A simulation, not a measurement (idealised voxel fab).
process module | voxel fin reveal
cross-section cut | 250 nm wide | cells 5 nm
A cross-section is a grid of square cells, given in bands from the top down. A band is one or more rows of cells.
Each band's line starts with the height of the band's top and of its bottom, in nm. Then come its materials from left to right, each with its width in nm. One material with "throughout" fills the band from edge to edge. "air" is empty space.
Height 0 is the level under which the wafer as received is all one material. The lowest band goes on downwards, as in "0 down".
A width such as "30 to 40" changes by the same amount from each row of cells to the next, from the band's top row to its bottom row.
"no change" after a step means that no cell of the cross-section changed.
closed voids: empty space of 8 cells or more with no open way to the top, each as width x height at its distance from the left edge, in nm
after a step's settings: what the simulator itself notes on the step
overlay nm, on a step with a mask: how far to the right of its planned place the mask lay; to the left if negative
plan
1 op RECEIVE | material Si
2 op CONFORMAL_DEP | material SiN | thk nm 5
3 op DIRECTIONAL_DEP | material aC | thk nm 15
4 op PATTERN | tone cover | mask id FINS | material resist | width nm 15 | pitch nm 40 | thk nm 35 | overlay nm 0
5 op DIRECTIONAL_ETCH | etch materials aC | depth nm 15
6 op STRIP | etch materials resist
7 op DIRECTIONAL_ETCH | etch materials SiN | depth nm 10
8 op DIRECTIONAL_ETCH | etch materials Si | depth nm 30
9 op STRIP | etch materials aC
10 op OXIDIZE | depth nm 5
11 op FILL_DEP | material SiO2 | thk nm 5
12 op CMP | height nm 10
13 op SELECTIVE_ETCH | etch materials SiO2 | depth nm 30
14 op STRIP | etch materials SiN
15 op CONFORMAL_DEP | material SiO2 | thk nm 5
varied across the wafers: thk nm of step 2. The plan shows the first wafer's value. All wafers start alike
first wafer as received, after step 1
  0 down: Si throughout
  closed voids: none
each wafer at the end: cells of each material gained (+) or lost (-) since it was received, then its closed voids
thk nm 5 | -329 Si | +215 SiO2 | closed voids: none
thk nm 10 | -329 Si | +215 SiO2 | closed voids: none
thk nm 15 | +50 SiO2 | closed voids: none
thk nm 20 | +50 SiO2 | closed voids: none
thk nm 25 | +50 SiO2 | closed voids: none
